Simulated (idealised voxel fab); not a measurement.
Process module in this document: voxel capacitor over wiring
We display cut, a cross-section 295 nm in width whose square cells are each 5 nm.
Cross-sections here: square-cell grids, written as top-down lists of bands, a band being one or more rows of cells.
The band entry comprises the height of the band's top followed by the height of its bottom, expressed in nm, and subsequently the band's materials from left to right, each stated together with its width in nm. Where a single material is marked with the word "everywhere", that material fills the band from edge to edge. The word "blank" represents empty space.
Height is counted from the level 0, under which the received wafer is composed throughout of one material. The lowest of the bands is not closed at the bottom but continues downward, in the notation "top 0, no bottom".
When a width is written as two numbers, as in "30..40", the first number is the width in the top row of cells of the band and the second is the width in its bottom row, and the width changes by the same amount from each row to the next.
Where a step carries "remains unaltered", the cross-section came out of it unchanged, cell for cell.
The entry "Fully sealed cavities" lists the empty spaces that cover at least 8 cells and have no open path to the top. Each is written as width x height at distance, where the distance is measured from the left edge and all three values are in nm.
It should be noted that, on the line of a given step, the content following the step's settings is a remark produced by the simulator itself with respect to that step.
The setting "overlay nm" may be written on the line of a step. When the step uses a mask, the value reports how far to the right of the planned place the mask lay, and a negative value reports that it lay to the left.
Each pair of cross-sections that follows straddles one process step: the one shows the state before the step, the other the state after it, down to the lowest band that changed and no further. The step in question, and its settings, are given under the pair. Note that a pair is not necessarily a continuation of the pair above it, since pairs can come from different runs of this module on the same starting wafer; it is a continuation only where its entry headed "Pre-step" says so.

-- Pre-step
    top 0, no bottom = Si everywhere
    Fully sealed cavities: none

-- Post-Process View
    top 10, bottom 0 = SiO2 everywhere
    below 0: unchanged
    Fully sealed cavities: none
What process step lies between the two cross-sections above? CONFORMAL_DEP,material SiO2,thk nm 10

Pre-step: starting point is the after cross-section of the pair just above.

-- Post-Process View
    top 15, bottom 10 = SiCN everywhere
    below 10: unchanged
    Fully sealed cavities: none
What process step lies between the two cross-sections above? CONFORMAL_DEP,material SiCN,thk nm 5

Pre-step: starting point is the after cross-section of the pair just above.

-- Post-Process View
    top 40, bottom 15 = SiO2 everywhere
    below 15: unchanged
    Fully sealed cavities: none
What process step lies between the two cross-sections above? DIRECTIONAL_DEP,material SiO2,thk nm 25

Pre-step: starting point is the after cross-section of the pair just above.

-- Post-Process View
    top 40, bottom 15 = 95 of SiO2; 20 of blank; 65 of SiO2; 20 of blank; 95 of SiO2
    below 15: unchanged
    Fully sealed cavities: none
What process step lies between the two cross-sections above? MASKED_ETCH,tone open,mask id METAL_1,width nm 20,pitch nm 85,etch materials SiO2,depth nm 25,overlay nm 0

Pre-step: starting point is the after cross-section of the pair just above.

-- Post-Process View
    top 40, bottom 15 = 95 of SiO2; 20 of blank; 65 of SiO2; 20 of blank; 95 of SiO2
    top 15, bottom 10 = 95 of SiCN; 20 of blank; 65 of SiCN; 20 of blank; 95 of SiCN
    below 10: unchanged
    Fully sealed cavities: none
What process step lies between the two cross-sections above? MASKED_ETCH,tone open,mask id METAL_1,width nm 20,pitch nm 85,etch materials SiCN,depth nm 5,overlay nm 0

Pre-step: starting point is the after cross-section of the pair just above.

-- Post-Process View
    top 45, bottom 40 = 100 of TiN; 10 of blank; 75 of TiN; 10 of blank; 100 of TiN
    top 40, bottom 15 = 95 of SiO2; 5 of TiN; 10 of blank; 5 of TiN; 65 of SiO2; 5 of TiN; 10 of blank; 5 of TiN; 95 of SiO2
    top 15, bottom 10 = 95 of SiCN; 20 of TiN; 65 of SiCN; 20 of TiN; 95 of SiCN
    below 10: unchanged
    Fully sealed cavities: none
What process step lies between the two cross-sections above? CONFORMAL_DEP,material TiN,thk nm 5

Pre-step: starting point is the after cross-section of the pair just above.

-- Post-Process View
    top 50, bottom 45 = W everywhere
    top 45, bottom 40 = 100 of TiN; 10 of W; 75 of TiN; 10 of W; 100 of TiN
    top 40, bottom 15 = 95 of SiO2; 5 of TiN; 10 of W; 5 of TiN; 65 of SiO2; 5 of TiN; 10 of W; 5 of TiN; 95 of SiO2
    below 15: unchanged
    Fully sealed cavities: none
What process step lies between the two cross-sections above? FILL_DEP,material W,thk nm 5

Pre-step: starting point is the after cross-section of the pair just above.

-- Post-Process View
    top 40, bottom 15 = 95 of SiO2; 5 of TiN; 10 of W; 5 of TiN; 65 of SiO2; 5 of TiN; 10 of W; 5 of TiN; 95 of SiO2
    below 15: unchanged
    Fully sealed cavities: none
What process step lies between the two cross-sections above? CMP,height nm 40

Pre-step: starting point is the after cross-section of the pair just above.

-- Post-Process View
    top 45, bottom 40 = SiCN everywhere
    below 40: unchanged
    Fully sealed cavities: none
What process step lies between the two cross-sections above? CONFORMAL_DEP,material SiCN,thk nm 5

Pre-step: starting point is the after cross-section of the pair just above.

-- Post-Process View
    top 55, bottom 45 = lowk everywhere
    below 45: unchanged
    Fully sealed cavities: none
What process step lies between the two cross-sections above? DIRECTIONAL_DEP,material lowk,thk nm 10

Pre-step: starting point is the after cross-section of the pair just above.

-- Post-Process View
    top 65, bottom 55 = aC everywhere
    below 55: unchanged
    Fully sealed cavities: none
What process step lies between the two cross-sections above? DIRECTIONAL_DEP,material aC,thk nm 10

Pre-step: starting point is the after cross-section of the pair just above.

-- Post-Process View
    top 95, bottom 65 = 100 of resist; 15 of blank; 180 of resist
    below 65: unchanged
    Fully sealed cavities: none
What process step lies between the two cross-sections above? PATTERN,tone open,mask id PLUG_1,material resist,width nm 15,thk nm 30,overlay nm 0

Pre-step: starting point is the after cross-section of the pair just above.

-- Post-Process View
    top 85, bottom 65 = 100 of resist; 15 of blank; 180 of resist
    top 65, bottom 55 = 100 of aC; 15 of blank; 180 of aC
    below 55: unchanged
    Fully sealed cavities: none
What process step lies between the two cross-sections above? DIRECTIONAL_ETCH,etch materials aC,depth nm 10

Pre-step: starting point is the after cross-section of the pair just above.

-- Post-Process View
    top 65, bottom 55 = 100 of aC; 15 of blank; 180 of aC
    below 55: unchanged
    Fully sealed cavities: none
What process step lies between the two cross-sections above? STRIP,etch materials resist

Pre-step: starting point is the after cross-section of the pair just above.

-- Post-Process View
    top 65, bottom 55 = 100 of aC; 15 of blank; 180 of aC
    top 55, bottom 45 = 100 of lowk; 15 of blank; 180 of lowk
    below 45: unchanged
    Fully sealed cavities: none
What process step lies between the two cross-sections above? DIRECTIONAL_ETCH,etch materials lowk,depth nm 10

Pre-step: starting point is the after cross-section of the pair just above.

-- Post-Process View
    top 65, bottom 55 = 100 of aC; 15 of blank; 180 of aC
    top 55, bottom 45 = 100 of lowk; 15 of blank; 180 of lowk
    top 45, bottom 40 = 100 of SiCN; 15 of blank; 180 of SiCN
    below 40: unchanged
    Fully sealed cavities: none
What process step lies between the two cross-sections above? DIRECTIONAL_ETCH,etch materials SiCN,depth nm 5

Pre-step: starting point is the after cross-section of the pair just above.

-- Post-Process View
    top 55, bottom 45 = 100 of lowk; 15 of blank; 180 of lowk
    below 45: unchanged
    Fully sealed cavities: none
What process step lies between the two cross-sections above? STRIP,etch materials aC

Pre-step: starting point is the after cross-section of the pair just above.

-- Post-Process View
    top 55, bottom 50 = 100 of lowk; 15 of blank; 180 of lowk
    top 50, bottom 45 = 100 of lowk; 15 of Ru; 180 of lowk
    top 45, bottom 40 = 100 of SiCN; 15 of Ru; 180 of SiCN
    below 40: unchanged
    Fully sealed cavities: none
What process step lies between the two cross-sections above? EPI,material Ru,thk nm 10

Pre-step: starting point is the after cross-section of the pair just above.

-- Post-Process View
    top 55, bottom 45 = 100 of lowk; 15 of Ru; 180 of lowk
    below 45: unchanged
    Fully sealed cavities: none
What process step lies between the two cross-sections above? EPI,material Ru,thk nm 5

Pre-step: starting point is the after cross-section of the pair just above.

-- Post-Process View
    top 65, bottom 55 = TiN everywhere
    below 55: unchanged
    Fully sealed cavities: none
What process step lies between the two cross-sections above? DIRECTIONAL_DEP,material TiN,thk nm 10

Pre-step: starting point is the after cross-section of the pair just above.

-- Post-Process View
    top 70, bottom 65 = HfO2 everywhere
    below 65: unchanged
    Fully sealed cavities: none
What process step lies between the two cross-sections above? DIRECTIONAL_DEP,material HfO2,thk nm 5

Pre-step: starting point is the after cross-section of the pair just above.

-- Post-Process View
    top 75, bottom 70 = TiN everywhere
    below 70: unchanged
    Fully sealed cavities: none
What process step lies between the two cross-sections above? DIRECTIONAL_DEP,material TiN,thk nm 5

Pre-step: starting point is the after cross-section of the pair just above.

-- Post-Process View
    top 75, bottom 70 = 100 of blank; 70 of TiN; 125 of blank
    below 70: unchanged
    Fully sealed cavities: none
What process step lies between the two cross-sections above? MASKED_ETCH,tone cover,mask id UPPER_PLATE,width nm 70,etch materials TiN,depth nm 5,overlay nm 0

Pre-step: starting point is the after cross-section of the pair just above.

-- Post-Process View
    top 75, bottom 70 = 100 of blank; 70 of TiN; 125 of blank
    top 70, bottom 65 = 100 of blank; 70 of HfO2; 125 of blank
    below 65: unchanged
    Fully sealed cavities: none
What process step lies between the two cross-sections above? MASKED_ETCH,tone cover,mask id UPPER_PLATE,width nm 70,etch materials HfO2,depth nm 5,overlay nm 0

Pre-step: starting point is the after cross-section of the pair just above.

-- Post-Process View
    top 75, bottom 70 = 100 of blank; 70 of TiN; 125 of blank
    top 70, bottom 65 = 100 of blank; 70 of HfO2; 125 of blank
    top 65, bottom 55 = 95 of blank; 80 of TiN; 120 of blank
    below 55: unchanged
    Fully sealed cavities: none
What process step lies between the two cross-sections above? MASKED_ETCH,tone cover,mask id LOWER_PLATE,width nm 80,etch materials TiN,depth nm 10,overlay nm 0

Pre-step: starting point is the after cross-section of the pair just above.

-- Post-Process View
    top 90, bottom 75 = SiO2 everywhere
    top 75, bottom 70 = 100 of SiO2; 70 of TiN; 125 of SiO2
    top 70, bottom 65 = 100 of SiO2; 70 of HfO2; 125 of SiO2
    top 65, bottom 55 = 95 of SiO2; 80 of TiN; 120 of SiO2
    below 55: unchanged
    Fully sealed cavities: none
What process step lies between the two cross-sections above? FILL_DEP,material SiO2,thk nm 15

Pre-step: starting point is the after cross-section of the pair just above.

-- Post-Process View
    top 85, bottom 75 = SiO2 everywhere
    below 75: unchanged
    Fully sealed cavities: none
What process step lies between the two cross-sections above? CMP,height nm 85

Pre-step: starting point is the after cross-section of the pair just above.

-- Post-Process View
    top 105, bottom 85 = 110 of resist; 15 of blank; 170 of resist
    below 85: unchanged
    Fully sealed cavities: none
What process step lies between the two cross-sections above? PATTERN,tone open,mask id PLUG_2,material resist,width nm 15,thk nm 20,overlay nm 0

Pre-step: starting point is the after cross-section of the pair just above.

-- Post-Process View
    top 105, bottom 85 = 110 of resist; 15 of blank; 170 of resist
    top 85, bottom 75 = 110 of SiO2; 15 of blank; 170 of SiO2
    below 75: unchanged
    Fully sealed cavities: none
What process step lies between the two cross-sections above? DIRECTIONAL_ETCH,etch materials SiO2,depth nm 10

Pre-step: starting point is the after cross-section of the pair just above.

-- Post-Process View
    top 85, bottom 75 = 110 of SiO2; 15 of blank; 170 of SiO2
    below 75: unchanged
    Fully sealed cavities: none
What process step lies between the two cross-sections above? STRIP,etch materials resist

Pre-step: starting point is the after cross-section of the pair just above.

-- Post-Process View
    top 90, bottom 85 = 115 of TiN; 5 of blank; 175 of TiN
    top 85, bottom 80 = 110 of SiO2; 5 of TiN; 5 of blank; 5 of TiN; 170 of SiO2
    top 80, bottom 70 = 110..100 of SiO2; 15..70 of TiN; 170..125 of SiO2
    below 70: unchanged
    Fully sealed cavities: none
What process step lies between the two cross-sections above? CONFORMAL_DEP,material TiN,thk nm 5

Pre-step: starting point is the after cross-section of the pair just above.

-- Post-Process View
    top 95, bottom 90 = Ru everywhere
    top 90, bottom 85 = 115 of TiN; 5 of Ru; 175 of TiN
    top 85, bottom 80 = 110 of SiO2; 5 of TiN; 5 of Ru; 5 of TiN; 170 of SiO2
    below 80: unchanged
    Fully sealed cavities: none
What process step lies between the two cross-sections above? FILL_DEP,material Ru,thk nm 5

Pre-step: starting point is the after cross-section of the pair just above.

-- Post-Process View
    top 85, bottom 80 = 110 of SiO2; 5 of TiN; 5 of Ru; 5 of TiN; 170 of SiO2
    below 80: unchanged
    Fully sealed cavities: none
What process step lies between the two cross-sections above? CMP,height nm 85

Pre-step: starting point is the after cross-section of the pair just above.

-- Post-Process View
    top 90, bottom 85 = SiCN everywhere
    below 85: unchanged
    Fully sealed cavities: none
What process step lies between the two cross-sections above? CONFORMAL_DEP,material SiCN,thk nm 5

-- Pre-step
    top 70, bottom 65 = HfO2 everywhere
    top 65, bottom 55 = TiN everywhere
    top 55, bottom 45 = 100 of lowk; 15 of Ru; 180 of lowk
    top 45, bottom 40 = 100 of SiCN; 15 of Ru; 180 of SiCN
    top 40, bottom 15 = 95 of SiO2; 5 of TiN; 10 of W; 5 of TiN; 65 of SiO2; 5 of TiN; 10 of W; 5 of TiN; 95 of SiO2
    top 15, bottom 10 = 95 of SiCN; 20 of TiN; 65 of SiCN; 20 of TiN; 95 of SiCN
    top 10, bottom 0 = SiO2 everywhere
    top 0, no bottom = Si everywhere
    Fully sealed cavities: none

-- Post-Process View
    top 70, bottom 65 = 100 of blank; 70 of HfO2; 125 of blank
    below 65: unchanged
    Fully sealed cavities: none
What process step lies between the two cross-sections above? MASKED_ETCH,tone cover,mask id UPPER_PLATE,width nm 70,etch materials HfO2,depth nm 5,overlay nm 0

Pre-step: starting point is the after cross-section of the pair just above.

-- Post-Process View
    top 70, bottom 65 = 100 of blank; 70 of HfO2; 125 of blank
    top 65, bottom 55 = 95 of blank; 80 of TiN; 120 of blank
    below 55: unchanged
    Fully sealed cavities: none
What process step lies between the two cross-sections above? MASKED_ETCH,tone cover,mask id LOWER_PLATE,width nm 80,etch materials TiN,depth nm 10,overlay nm 0

Pre-step: starting point is the after cross-section of the pair just above.

-- Post-Process View
    top 85, bottom 70 = SiO2 everywhere
    top 70, bottom 65 = 100 of SiO2; 70 of HfO2; 125 of SiO2
    top 65, bottom 55 = 95 of SiO2; 80 of TiN; 120 of SiO2
    below 55: unchanged
    Fully sealed cavities: none
What process step lies between the two cross-sections above? FILL_DEP,material SiO2,thk nm 15

Pre-step: starting point is the after cross-section of the pair just above.

-- Post-Process View
    top 105, bottom 85 = 110 of resist; 15 of blank; 170 of resist
    below 85: unchanged
    Fully sealed cavities: none
What process step lies between the two cross-sections above? PATTERN,tone open,mask id PLUG_2,material resist,width nm 15,thk nm 20,overlay nm 0

Pre-step: starting point is the after cross-section of the pair just above.

-- Post-Process View
    top 105, bottom 85 = 110 of resist; 15 of blank; 170 of resist
    top 85, bottom 75 = 110 of SiO2; 15 of blank; 170 of SiO2
    below 75: unchanged
    Fully sealed cavities: none
What process step lies between the two cross-sections above? DIRECTIONAL_ETCH,etch materials SiO2,depth nm 10

Pre-step: starting point is the after cross-section of the pair just above.

-- Post-Process View
    top 85, bottom 75 = 110 of SiO2; 15 of blank; 170 of SiO2
    below 75: unchanged
    Fully sealed cavities: none
What process step lies between the two cross-sections above? STRIP,etch materials resist

Pre-step: starting point is the after cross-section of the pair just above.

-- Post-Process View
    top 90, bottom 85 = 115 of TiN; 5 of blank; 175 of TiN
    top 85, bottom 80 = 110 of SiO2; 5 of TiN; 5 of blank; 5 of TiN; 170 of SiO2
    top 80, bottom 75 = 110 of SiO2; 15 of TiN; 170 of SiO2
    below 75: unchanged
    Fully sealed cavities: none
What process step lies between the two cross-sections above? CONFORMAL_DEP,material TiN,thk nm 5

Pre-step: starting point is the after cross-section of the pair just above.

-- Post-Process View
    top 95, bottom 90 = Ru everywhere
    top 90, bottom 85 = 115 of TiN; 5 of Ru; 175 of TiN
    top 85, bottom 80 = 110 of SiO2; 5 of TiN; 5 of Ru; 5 of TiN; 170 of SiO2
    below 80: unchanged
    Fully sealed cavities: none
What process step lies between the two cross-sections above? FILL_DEP,material Ru,thk nm 5

Pre-step: starting point is the after cross-section of the pair just above.

-- Post-Process View
    top 85, bottom 80 = 110 of SiO2; 5 of TiN; 5 of Ru; 5 of TiN; 170 of SiO2
    below 80: unchanged
    Fully sealed cavities: none
What process step lies between the two cross-sections above? CMP,height nm 85

Pre-step: starting point is the after cross-section of the pair just above.

-- Post-Process View
    top 90, bottom 85 = SiCN everywhere
    below 85: unchanged
    Fully sealed cavities: none
What process step lies between the two cross-sections above? CONFORMAL_DEP,material SiCN,thk nm 5

-- Pre-step
    top 55, bottom 50 = 100 of lowk; 15 of blank; 180 of lowk
    top 50, bottom 45 = 100 of lowk; 15 of Ru; 180 of lowk
    top 45, bottom 40 = 100 of SiCN; 15 of Ru; 180 of SiCN
    top 40, bottom 15 = 95 of SiO2; 5 of TiN; 10 of W; 5 of TiN; 65 of SiO2; 5 of TiN; 10 of W; 5 of TiN; 95 of SiO2
    top 15, bottom 10 = 95 of SiCN; 20 of TiN; 65 of SiCN; 20 of TiN; 95 of SiCN
    top 10, bottom 0 = SiO2 everywhere
    top 0, no bottom = Si everywhere
    Fully sealed cavities: none

-- Post-Process View
    top 60, bottom 55 = 95 of blank; 25 of Ru; 175 of blank
    top 55, bottom 45 = 100 of lowk; 15 of Ru; 180 of lowk
    below 45: unchanged
    Fully sealed cavities: none
What process step lies between the two cross-sections above? EPI,material Ru,thk nm 10

Pre-step: starting point is the after cross-section of the pair just above.

-- Post-Process View
    top 65, bottom 55 = 90 of blank; 35 of Ru; 170 of blank
    below 55: unchanged
    Fully sealed cavities: none
What process step lies between the two cross-sections above? EPI,material Ru,thk nm 5

Pre-step: starting point is the after cross-section of the pair just above.

-- Post-Process View
    top 75, bottom 65 = 90 of blank; 35 of TiN; 170 of blank
    top 65, bottom 55 = 90 of TiN; 35 of Ru; 170 of TiN
    below 55: unchanged
    Fully sealed cavities: none
What process step lies between the two cross-sections above? DIRECTIONAL_DEP,material TiN,thk nm 10

Pre-step: starting point is the after cross-section of the pair just above.

-- Post-Process View
    top 80, bottom 75 = 90 of blank; 35 of HfO2; 170 of blank
    top 75, bottom 70 = 90 of blank; 35 of TiN; 170 of blank
    top 70, bottom 65 = 90 of HfO2; 35 of TiN; 170 of HfO2
    below 65: unchanged
    Fully sealed cavities: none
What process step lies between the two cross-sections above? DIRECTIONAL_DEP,material HfO2,thk nm 5

Pre-step: starting point is the after cross-section of the pair just above.

-- Post-Process View
    top 85, bottom 80 = 90 of blank; 35 of TiN; 170 of blank
    top 80, bottom 75 = 90 of blank; 35 of HfO2; 170 of blank
    top 75, bottom 70 = TiN everywhere
    below 70: unchanged
    Fully sealed cavities: none
What process step lies between the two cross-sections above? DIRECTIONAL_DEP,material TiN,thk nm 5

Pre-step: starting point is the after cross-section of the pair just above.

-- Post-Process View
    top 85, bottom 80 = 100 of blank; 25 of TiN; 170 of blank
    top 80, bottom 75 = 90 of blank; 35 of HfO2; 170 of blank
    top 75, bottom 70 = 90 of blank; 80 of TiN; 125 of blank
    below 70: unchanged
    Fully sealed cavities: none
What process step lies between the two cross-sections above? MASKED_ETCH,tone cover,mask id UPPER_PLATE,width nm 70,etch materials TiN,depth nm 5,overlay nm 0

Pre-step: starting point is the after cross-section of the pair just above.

-- Post-Process View
    top 85, bottom 80 = 100 of blank; 25 of TiN; 170 of blank
    top 80, bottom 75 = 100 of blank; 25 of HfO2; 170 of blank
    top 75, bottom 70 = 90 of blank; 80 of TiN; 125 of blank
    top 70, bottom 65 = 90 of blank; 35 of TiN; 45 of HfO2; 125 of blank
    below 65: unchanged
    Fully sealed cavities: none
What process step lies between the two cross-sections above? MASKED_ETCH,tone cover,mask id UPPER_PLATE,width nm 70,etch materials HfO2,depth nm 5,overlay nm 0

Pre-step: starting point is the after cross-section of the pair just above.

-- Post-Process View
    top 85, bottom 80 = 100 of blank; 25 of TiN; 170 of blank
    top 80, bottom 75 = 100 of blank; 25 of HfO2; 170 of blank
    top 75, bottom 70 = 95 of blank; 75 of TiN; 125 of blank
    top 70, bottom 65 = 95 of blank; 30 of TiN; 45 of HfO2; 125 of blank
    top 65, bottom 55 = 90 of blank; 35 of Ru; 50 of TiN; 120 of blank
    below 55: unchanged
    Fully sealed cavities: none
What process step lies between the two cross-sections above? MASKED_ETCH,tone cover,mask id LOWER_PLATE,width nm 80,etch materials TiN,depth nm 10,overlay nm 0

Pre-step: starting point is the after cross-section of the pair just above.

-- Post-Process View
    top 100, bottom 85 = SiO2 everywhere
    top 85, bottom 80 = 100 of SiO2; 25 of TiN; 170 of SiO2
    top 80, bottom 75 = 100 of SiO2; 25 of HfO2; 170 of SiO2
    top 75, bottom 70 = 95 of SiO2; 75 of TiN; 125 of SiO2
    top 70, bottom 65 = 95 of SiO2; 30 of TiN; 45 of HfO2; 125 of SiO2
    top 65, bottom 55 = 90 of SiO2; 35 of Ru; 50 of TiN; 120 of SiO2
    below 55: unchanged
    Fully sealed cavities: none
What process step lies between the two cross-sections above? FILL_DEP,material SiO2,thk nm 15

Pre-step: starting point is the after cross-section of the pair just above.

-- Post-Process View
    top 85, bottom 80 = 100 of SiO2; 25 of TiN; 170 of SiO2
    below 80: unchanged
    Fully sealed cavities: none
What process step lies between the two cross-sections above? CMP,height nm 85

Pre-step: starting point is the after cross-section of the pair just above.

-- Post-Process View
    top 105, bottom 85 = 110 of resist; 15 of blank; 170 of resist
    below 85: unchanged
    Fully sealed cavities: none
What process step lies between the two cross-sections above? PATTERN,tone open,mask id PLUG_2,material resist,width nm 15,thk nm 20,overlay nm 0

Pre-step: starting point is the after cross-section of the pair just above.

-- Post-Process View
    top 85, bottom 80 = 100 of SiO2; 25 of TiN; 170 of SiO2
    below 80: unchanged
    Fully sealed cavities: none
What process step lies between the two cross-sections above? STRIP,etch materials resist

Pre-step: starting point is the after cross-section of the pair just above.

-- Post-Process View
    top 90, bottom 85 = TiN everywhere
    below 85: unchanged
    Fully sealed cavities: none
What process step lies between the two cross-sections above? CONFORMAL_DEP,material TiN,thk nm 5

Pre-step: starting point is the after cross-section of the pair just above.

-- Post-Process View
    top 95, bottom 90 = Ru everywhere
    below 90: unchanged
    Fully sealed cavities: none
What process step lies between the two cross-sections above? FILL_DEP,material Ru,thk nm 5

Pre-step: starting point is the after cross-section of the pair just above.

-- Post-Process View
    top 85, bottom 80 = 100 of SiO2; 25 of TiN; 170 of SiO2
    below 80: unchanged
    Fully sealed cavities: none
What process step lies between the two cross-sections above? CMP,height nm 85

Pre-step: starting point is the after cross-section of the pair just above.

-- Post-Process View
    top 90, bottom 85 = SiCN everywhere
    below 85: unchanged
    Fully sealed cavities: none
What process step lies between the two cross-sections above? CONFORMAL_DEP,material SiCN,thk nm 5

-- Pre-step
    top 0, no bottom = Si everywhere
    Fully sealed cavities: none

-- Post-Process View
    top 5, bottom 0 = SiCN everywhere
    below 0: unchanged
    Fully sealed cavities: none
What process step lies between the two cross-sections above? CONFORMAL_DEP,material SiCN,thk nm 5

Pre-step: starting point is the after cross-section of the pair just above.

-- Post-Process View
    top 15, bottom 5 = SiO2 everywhere
    below 5: unchanged
    Fully sealed cavities: none
What process step lies between the two cross-sections above? CONFORMAL_DEP,material SiO2,thk nm 10

Pre-step: starting point is the after cross-section of the pair just above.

-- Post-Process View
    top 40, bottom 5 = SiO2 everywhere
    below 5: unchanged
    Fully sealed cavities: none
What process step lies between the two cross-sections above? DIRECTIONAL_DEP,material SiO2,thk nm 25

Pre-step: starting point is the after cross-section of the pair just above.

-- Post-Process View
    top 40, bottom 15 = 95 of SiO2; 20 of blank; 65 of SiO2; 20 of blank; 95 of SiO2
    below 15: unchanged
    Fully sealed cavities: none
What process step lies between the two cross-sections above? MASKED_ETCH,tone open,mask id METAL_1,width nm 20,pitch nm 85,etch materials SiO2,depth nm 25,overlay nm 0

Pre-step: starting point is the after cross-section of the pair just above.

-- Post-Process View
    top 45, bottom 40 = 100 of TiN; 10 of blank; 75 of TiN; 10 of blank; 100 of TiN
    top 40, bottom 20 = 95 of SiO2; 5 of TiN; 10 of blank; 5 of TiN; 65 of SiO2; 5 of TiN; 10 of blank; 5 of TiN; 95 of SiO2
    top 20, bottom 15 = 95 of SiO2; 20 of TiN; 65 of SiO2; 20 of TiN; 95 of SiO2
    below 15: unchanged
    Fully sealed cavities: none
What process step lies between the two cross-sections above? CONFORMAL_DEP,material TiN,thk nm 5

Pre-step: starting point is the after cross-section of the pair just above.

-- Post-Process View
    top 50, bottom 45 = W everywhere
    top 45, bottom 40 = 100 of TiN; 10 of W; 75 of TiN; 10 of W; 100 of TiN
    top 40, bottom 20 = 95 of SiO2; 5 of TiN; 10 of W; 5 of TiN; 65 of SiO2; 5 of TiN; 10 of W; 5 of TiN; 95 of SiO2
    below 20: unchanged
    Fully sealed cavities: none
What process step lies between the two cross-sections above? FILL_DEP,material W,thk nm 5

Pre-step: starting point is the after cross-section of the pair just above.

-- Post-Process View
    top 40, bottom 20 = 95 of SiO2; 5 of TiN; 10 of W; 5 of TiN; 65 of SiO2; 5 of TiN; 10 of W; 5 of TiN; 95 of SiO2
    below 20: unchanged
    Fully sealed cavities: none
What process step lies between the two cross-sections above? CMP,height nm 40

Pre-step: starting point is the after cross-section of the pair just above.

-- Post-Process View
    top 45, bottom 40 = SiCN everywhere
    below 40: unchanged
    Fully sealed cavities: none
What process step lies between the two cross-sections above? CONFORMAL_DEP,material SiCN,thk nm 5

Pre-step: starting point is the after cross-section of the pair just above.

-- Post-Process View
    top 55, bottom 45 = lowk everywhere
    below 45: unchanged
    Fully sealed cavities: none
What process step lies between the two cross-sections above? DIRECTIONAL_DEP,material lowk,thk nm 10

Pre-step: starting point is the after cross-section of the pair just above.

-- Post-Process View
    top 65, bottom 55 = aC everywhere
    below 55: unchanged
    Fully sealed cavities: none
What process step lies between the two cross-sections above? DIRECTIONAL_DEP,material aC,thk nm 10

Pre-step: starting point is the after cross-section of the pair just above.

-- Post-Process View
    top 95, bottom 65 = 100 of resist; 15 of blank; 180 of resist
    below 65: unchanged
    Fully sealed cavities: none
What process step lies between the two cross-sections above? PATTERN,tone open,mask id PLUG_1,material resist,width nm 15,thk nm 30,overlay nm 0

Pre-step: starting point is the after cross-section of the pair just above.

-- Post-Process View
    top 85, bottom 65 = 100 of resist; 15 of blank; 180 of resist
    top 65, bottom 55 = 100 of aC; 15 of blank; 180 of aC
    below 55: unchanged
    Fully sealed cavities: none
What process step lies between the two cross-sections above? DIRECTIONAL_ETCH,etch materials aC,depth nm 10

Pre-step: starting point is the after cross-section of the pair just above.

-- Post-Process View
    top 65, bottom 55 = 100 of aC; 15 of blank; 180 of aC
    below 55: unchanged
    Fully sealed cavities: none
What process step lies between the two cross-sections above? STRIP,etch materials resist

Pre-step: starting point is the after cross-section of the pair just above.

-- Post-Process View
    top 65, bottom 55 = 100 of aC; 15 of blank; 180 of aC
    top 55, bottom 45 = 100 of lowk; 15 of blank; 180 of lowk
    below 45: unchanged
    Fully sealed cavities: none
What process step lies between the two cross-sections above? DIRECTIONAL_ETCH,etch materials lowk,depth nm 10

Pre-step: starting point is the after cross-section of the pair just above.

-- Post-Process View
    top 65, bottom 55 = 100 of aC; 15 of blank; 180 of aC
    top 55, bottom 45 = 100 of lowk; 15 of blank; 180 of lowk
    top 45, bottom 40 = 100 of SiCN; 15 of blank; 180 of SiCN
    below 40: unchanged
    Fully sealed cavities: none
What process step lies between the two cross-sections above? DIRECTIONAL_ETCH,etch materials SiCN,depth nm 5

Pre-step: starting point is the after cross-section of the pair just above.

-- Post-Process View
    top 55, bottom 45 = 100 of lowk; 15 of blank; 180 of lowk
    below 45: unchanged
    Fully sealed cavities: none
What process step lies between the two cross-sections above? STRIP,etch materials aC

Pre-step: starting point is the after cross-section of the pair just above.

-- Post-Process View
    top 55, bottom 50 = 100 of lowk; 15 of blank; 180 of lowk
    top 50, bottom 45 = 100 of lowk; 15 of Ru; 180 of lowk
    top 45, bottom 40 = 100 of SiCN; 15 of Ru; 180 of SiCN
    below 40: unchanged
    Fully sealed cavities: none
What process step lies between the two cross-sections above? EPI,material Ru,thk nm 10

Pre-step: starting point is the after cross-section of the pair just above.

-- Post-Process View
    top 55, bottom 45 = 100 of lowk; 15 of Ru; 180 of lowk
    below 45: unchanged
    Fully sealed cavities: none
What process step lies between the two cross-sections above? EPI,material Ru,thk nm 5

Pre-step: starting point is the after cross-section of the pair just above.

-- Post-Process View
    top 65, bottom 55 = TiN everywhere
    below 55: unchanged
    Fully sealed cavities: none
What process step lies between the two cross-sections above? DIRECTIONAL_DEP,material TiN,thk nm 10

Pre-step: starting point is the after cross-section of the pair just above.

-- Post-Process View
    top 70, bottom 65 = HfO2 everywhere
    below 65: unchanged
    Fully sealed cavities: none
What process step lies between the two cross-sections above? DIRECTIONAL_DEP,material HfO2,thk nm 5

Pre-step: starting point is the after cross-section of the pair just above.

-- Post-Process View
    top 75, bottom 70 = TiN everywhere
    below 70: unchanged
    Fully sealed cavities: none
What process step lies between the two cross-sections above? DIRECTIONAL_DEP,material TiN,thk nm 5

Pre-step: starting point is the after cross-section of the pair just above.

-- Post-Process View
    top 75, bottom 70 = 100 of blank; 70 of TiN; 125 of blank
    below 70: unchanged
    Fully sealed cavities: none
What process step lies between the two cross-sections above? MASKED_ETCH,tone cover,mask id UPPER_PLATE,width nm 70,etch materials TiN,depth nm 5,overlay nm 0

Pre-step: starting point is the after cross-section of the pair just above.

-- Post-Process View
    top 75, bottom 70 = 100 of blank; 70 of TiN; 125 of blank
    top 70, bottom 65 = 100 of blank; 70 of HfO2; 125 of blank
    below 65: unchanged
    Fully sealed cavities: none
What process step lies between the two cross-sections above? MASKED_ETCH,tone cover,mask id UPPER_PLATE,width nm 70,etch materials HfO2,depth nm 5,overlay nm 0

Pre-step: starting point is the after cross-section of the pair just above.

-- Post-Process View
    top 75, bottom 70 = 100 of blank; 70 of TiN; 125 of blank
    top 70, bottom 65 = 100 of blank; 70 of HfO2; 125 of blank
    top 65, bottom 55 = 95 of blank; 80 of TiN; 120 of blank
    below 55: unchanged
    Fully sealed cavities: none
What process step lies between the two cross-sections above? MASKED_ETCH,tone cover,mask id LOWER_PLATE,width nm 80,etch materials TiN,depth nm 10,overlay nm 0
